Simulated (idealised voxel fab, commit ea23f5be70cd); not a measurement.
process module | voxel transistor to metal
cross-section cut | 200 nm wide | cells 5 nm
A cross-section is a grid of square cells, given in bands from the top down. A band is one or more rows of cells.
Each band's line starts with the height of the band's top and of its bottom, in nm. Then come its materials from left to right, each with its width in nm. One material with "throughout" fills the band from edge to edge. "air" is empty space.
Height 0 is the level under which the wafer as received is all one material. The lowest band goes on downwards, as in "0 down".
A width such as "30 to 40" changes by the same amount from each row of cells to the next, from the band's top row to its bottom row.
"no change" after a step means that no cell of the cross-section changed.
closed voids: empty space of 8 cells or more with no open way to the top, each as width x height at its distance from the left edge, in nm
after a step's settings: what the simulator itself notes on the step
overlay nm, on a step with a mask: how far to the right of its planned place the mask lay; to the left if negative
plan
1 op RECEIVE | material Si
2 op OXIDIZE | depth nm 5
3 op CONFORMAL_DEP | material SiN | thk nm 15
4 op PATTERN | tone cover | mask id ACTIVE | material resist | width nm 125 | thk nm 15 | overlay nm 0
5 op DIRECTIONAL_ETCH | etch materials SiN | depth nm 15
6 op DIRECTIONAL_ETCH | etch materials SiO2 | depth nm 5
7 op DIRECTIONAL_ETCH | etch materials Si | depth nm 25
8 op STRIP | etch materials resist
9 op OXIDIZE | depth nm 5
10 op FILL_DEP | material SiO2 | thk nm 10
11 op CMP | height nm 15
12 op SELECTIVE_ETCH | etch materials SiO2 | depth nm 10
13 op STRIP | etch materials SiN
14 op SELECTIVE_ETCH | etch materials SiO2 | depth nm 5
15 op OXIDIZE | depth nm 5
16 op DIRECTIONAL_DEP | material polySi | thk nm 20
17 op DIRECTIONAL_DEP | material SiCN | thk nm 15
18 op PATTERN | tone cover | mask id GATE | material resist | width nm 35 | thk nm 15 | overlay nm 0
19 op DIRECTIONAL_ETCH | etch materials SiCN | depth nm 25
20 op DIRECTIONAL_ETCH | etch materials polySi | depth nm 30
21 op STRIP | etch materials resist
22 op CONFORMAL_DEP | material SiN | thk nm 10
23 op DIRECTIONAL_ETCH | etch materials SiN | depth nm 10
24 op DIRECTIONAL_ETCH | etch materials SiO2 | depth nm 5
25 op DIRECTIONAL_ETCH | etch materials Si | depth nm 10
26 op EPI | material SiGe | thk nm 10
27 op FILL_DEP | material SiO2 | thk nm 5
28 op CMP | height nm 15
29 op STRIP | etch materials polySi
30 op SELECTIVE_ETCH | etch materials SiO2 | depth nm 5
31 op CONFORMAL_DEP | material HfO2 | thk nm 5
32 op CONFORMAL_DEP | material TiN | thk nm 5
33 op FILL_DEP | material W | thk nm 10
34 op CMP | height nm 10
35 op DIRECTIONAL_DEP | material SiO2 | thk nm 10
36 op MASKED_ETCH | tone open | mask id CONTACT | width nm 15 | pitch nm 90 | etch materials SiO2 | depth nm 30 | overlay nm 0
37 op CONFORMAL_DEP | material TiN | thk nm 5
38 op FILL_DEP | material W | thk nm 10
39 op CMP | height nm 20
40 op CONFORMAL_DEP | material SiN | thk nm 5
41 op DIRECTIONAL_DEP | material SiO2 | thk nm 20
42 op PATTERN | tone open | mask id METAL_1 | material resist | width nm 15 | pitch nm 90 | thk nm 20 | overlay nm 0
43 op DIRECTIONAL_ETCH | etch materials SiO2 | depth nm 20
44 op DIRECTIONAL_ETCH | etch materials SiN | depth nm 5
45 op STRIP | etch materials resist
46 op CONFORMAL_DEP | material TiN | thk nm 5
47 op FILL_DEP | material Cu | thk nm 5
48 op CMP | height nm 45
49 op CONFORMAL_DEP | material SiN | thk nm 5
as received, after step 1
  0 down: Si throughout
  closed voids: none
a wafer at the end: this start, this plan, one mistake
  50 to 45: SiN throughout
  45 to 25: SiO2 45 | TiN 5 | Cu 5 | TiN 5 | SiO2 75 | TiN 5 | Cu 5 | TiN 5 | SiO2 50
  25 to 20: SiN 45 | TiN 15 | SiN 75 | TiN 15 | SiN 50
  20 to 10: SiO2 45 | TiN 5 | W 5 | TiN 5 | SiO2 75 | TiN 5 | W 5 | TiN 5 | SiO2 50
  10 to 0: SiO2 45 | TiN 5 | W 5 | TiN 5 | SiO2 10 | SiN 10 | TiN 5 | HfO2 5 | W 15 | HfO2 5 | TiN 5 | SiN 10 | SiO2 10 | TiN 5 | W 5 | TiN 5 | SiO2 50
  0 to -5: SiO2 30 | SiN 10 | SiO2 5 | TiN 5 | W 5 | TiN 5 | SiGe 10 | SiN 10 | TiN 5 | HfO2 25 | TiN 5 | SiN 10 | SiGe 10 | TiN 5 | W 5 | TiN 5 | SiO2 5 | SiN 10 | SiO2 35
  -5 to -10: SiO2 45 | TiN 15 | SiGe 10 | SiO2 5 | TiN 45 | SiO2 5 | SiGe 10 | TiN 15 | SiO2 50
  -10 to -20: SiO2 40 | SiGe 30 | Si 55 | SiGe 30 | SiO2 45
  -20 to -35: SiO2 40 | Si 115 | SiO2 45
  -35 down: Si throughout
  closed voids: none
what went wrong: steps 31 and 32 were swapped
